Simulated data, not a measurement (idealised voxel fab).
Name of the process module below: voxel self aligned vias
Pictured: cross-section cut, 200 nm wide, on a grid of 5 nm square cells.
Think of the cross-section as a grid of square cells. We describe it in bands, top to bottom, and each band covers one or more rows of those cells. The band entry comprises the height of the band's top followed by the height of its bottom, expressed in nm, and subsequently the band's materials from left to right, each stated together with its width in nm. Where a single material is marked with the word "full width", that material fills the band from edge to edge. The word "empty" represents empty space. We count height from 0. Below that, the starting wafer is all one material. The lowest band never ends at the bottom but goes on down; see "0 down" for how that is written. Width: "30->40" (first number = top row, second number = bottom row, same change from row to row of cells). Key: "no modification" - step with no changed cell in the cross-section. "Enclosed cavity list": empty spaces of 8 cells or more with no open way to the top, each given as width x height at distance, distance from the left edge, all in nm. If you see something after the settings on a step's line, that's the simulator's own remark about that step. overlay nm: on a step with a mask, how far right of its planned place the mask lay; negative means left.
This section lists the process steps that were planned
1 RECEIVE (material Si)
2 CONFORMAL_DEP (material SiO2; thk nm 15)
3 CONFORMAL_DEP (material SiCN; thk nm 5)
4 DIRECTIONAL_DEP (material SiO2; thk nm 20)
5 DIRECTIONAL_DEP (material aC; thk nm 10)
6 PATTERN (tone open; mask id LINES; material resist; width nm 20; pitch nm 70; thk nm 25; overlay nm 0)
7 DIRECTIONAL_ETCH (etch materials aC; depth nm 10)
8 STRIP (etch materials resist)
9 DIRECTIONAL_ETCH (etch materials SiO2; depth nm 20)
10 STRIP (etch materials aC)
11 CONFORMAL_DEP (material TiN; thk nm 5)
12 FILL_DEP (material Ru; thk nm 10)
13 CMP (height nm 40)
14 SELECTIVE_ETCH (etch materials W Ru TiN; depth nm 5)
15 FILL_DEP (material SiN; thk nm 10)
16 CMP (height nm 40)
17 DIRECTIONAL_DEP (material SiO2; thk nm 15)
18 MASKED_ETCH (tone open; mask id VIAS; width nm 40; etch materials SiO2; depth nm 15; overlay nm 0)
19 MASKED_ETCH (tone open; mask id VIAS; width nm 40; etch materials SiN; depth nm 5; overlay nm -15)
20 CONFORMAL_DEP (material TiN; thk nm 5)
21 FILL_DEP (material Cu; thk nm 10)
22 CMP (height nm 55)
23 CONFORMAL_DEP (material SiCN; thk nm 5)
Quick note for whoever runs this: the wafers start identical, but the overlay nm at step 19 isn't the same across them. The plan just shows what the first wafer had.
First wafer as received, after step 1
  0 down  Si full width
  Enclosed cavity list: none
Depicted here is the first of several wafers in cross-section, at module completion following the last step, step 23
  60 to 55  SiCN full width
  55 to 45  SiO2=45; TiN=5; Cu=30; TiN=5; SiO2=115
  45 to 40  SiO2=45; TiN=15; Cu=5; TiN=20; SiO2=115
  40 to 35  SiO2=55; TiN=15; SiN=5; SiO2=50; SiN=20; SiO2=55
  35 to 25  SiO2=55; TiN=5; Ru=10; TiN=5; SiO2=50; TiN=5; Ru=10; TiN=5; SiO2=55
  25 to 20  SiO2=55; TiN=20; SiO2=50; TiN=20; SiO2=55
  20 to 15  SiCN full width
  15 to 0  SiO2 full width
  0 down  Si full width
  Enclosed cavity list: none
At the end of the module, the last of several wafers in cross-section
  60 to 55  SiCN full width
  55 to 45  SiO2=45; TiN=5; Cu=30; TiN=5; SiO2=115
  45 to 40  SiO2=45; TiN=20; Cu=5; TiN=15; SiO2=115
  40 to 35  SiO2=55; SiN=5; TiN=15; SiO2=50; SiN=20; SiO2=55
  35 to 25  SiO2=55; TiN=5; Ru=10; TiN=5; SiO2=50; TiN=5; Ru=10; TiN=5; SiO2=55
  25 to 20  SiO2=55; TiN=20; SiO2=50; TiN=20; SiO2=55
  20 to 15  SiCN full width
  15 to 0  SiO2 full width
  0 down  Si full width
  Enclosed cavity list: none
Wafer rows; end of module; cells per material since receipt: (+) gained, (-) lost; then closed voids
overlay nm -15, +13 Cu, +8 Ru, +80 SiCN, +5 SiN, +344 SiO2, +30 TiN, Enclosed cavity list: none
overlay nm -10, +14 Cu, +8 Ru, +80 SiCN, +4 SiN, +344 SiO2, +30 TiN, Enclosed cavity list: none
overlay nm -5, +14 Cu, +8 Ru, +80 SiCN, +4 SiN, +344 SiO2, +30 TiN, Enclosed cavity list: none
overlay nm 0, +14 Cu, +8 Ru, +80 SiCN, +4 SiN, +344 SiO2, +30 TiN, Enclosed cavity list: none
overlay nm 5, +14 Cu, +8 Ru, +80 SiCN, +4 SiN, +344 SiO2, +30 TiN, Enclosed cavity list: none
overlay nm 10, +14 Cu, +8 Ru, +80 SiCN, +4 SiN, +344 SiO2, +30 TiN, Enclosed cavity list: none
overlay nm 15, +13 Cu, +8 Ru, +80 SiCN, +5 SiN, +344 SiO2, +30 TiN, Enclosed cavity list: none
